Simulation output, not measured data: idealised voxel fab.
Process module in this document: voxel tone inversion
Cross-sectional view cut (width: 190 nm; square cell size: 5 nm).
A cross-section is written here as square cells arranged in a grid, and it is given in bands from the top down, each band taking up one or more rows of cells. Read a band's entry like this: the first values are the height of its top and the height of its bottom in nm, and what follows is the sequence of materials from left to right, each with its width in nm. Note that "blank" is empty space, and that a single material marked "all across" reaches across the band from edge to edge. All heights in this document are referenced to 0, defined as the level beneath which the wafer, as received, consists entirely of one material. The lowest band is not bounded below; it extends indefinitely downward and is written in the form "0 nm and below". The expression "30..40" gives the width at the extremes of the band, the first number at its top row of cells and the second at its bottom row, with the width changing by equal amounts from each row to the next in between. "nothing was modified" for a step: no cell of the cross-section changed in that step. Closed-off voids of 8+ cells (no open route to the top) go in "Closed-off voids", written width x height at distance from the left edge, in nm. after a step's settings: what the simulator itself notes on the step. "overlay nm" answers the question of how far to the right of plan the mask lay on a step that has a mask, and when it is negative the answer is to the left.
[Planned step list for the process]
step 1: op RECEIVE | material Si
step 2: op CONFORMAL_DEP | material SiN | thk nm 5
step 3: op DIRECTIONAL_DEP | material aC | thk nm 20
step 4: op PATTERN | tone cover | mask id POSTS | material resist | width nm 25 | pitch nm 50 | thk nm 30 | overlay nm 0
step 5: op DIRECTIONAL_ETCH | etch materials aC | depth nm 20
step 6: op STRIP | etch materials resist
step 7: op FILL_DEP | material lowk | thk nm 10
step 8: op CMP | height nm 25
step 9: op STRIP | etch materials aC
step 10: op CONFORMAL_DEP | material TiN | thk nm 5
step 11: op FILL_DEP | material W | thk nm 10
step 12: op CMP | height nm 25
step 13: op CONFORMAL_DEP | material SiCN | thk nm 5
[Wafer as received: cross-section following step 1]
    0 nm and below | Si all across
    Closed-off voids: none
[The plan above was carried out on the starting structure above with one mistake, and this cross-section shows the wafer at the end of the module]
    20 nm to 15 nm | SiCN all across
    15 nm to 10 nm | 55 of lowk; 5 of TiN; 15 of W; 5 of TiN; 25 of lowk; 5 of TiN; 15 of W; 5 of TiN; 60 of lowk
    10 nm to 5 nm | 55 of lowk; 25 of TiN; 25 of lowk; 25 of TiN; 60 of lowk
    5 nm to 0 nm | SiN all across
    0 nm and below | Si all across
    Closed-off voids: none
Deviation from plan: rather than as planned, step 12 actually ran as op CMP | height nm 15
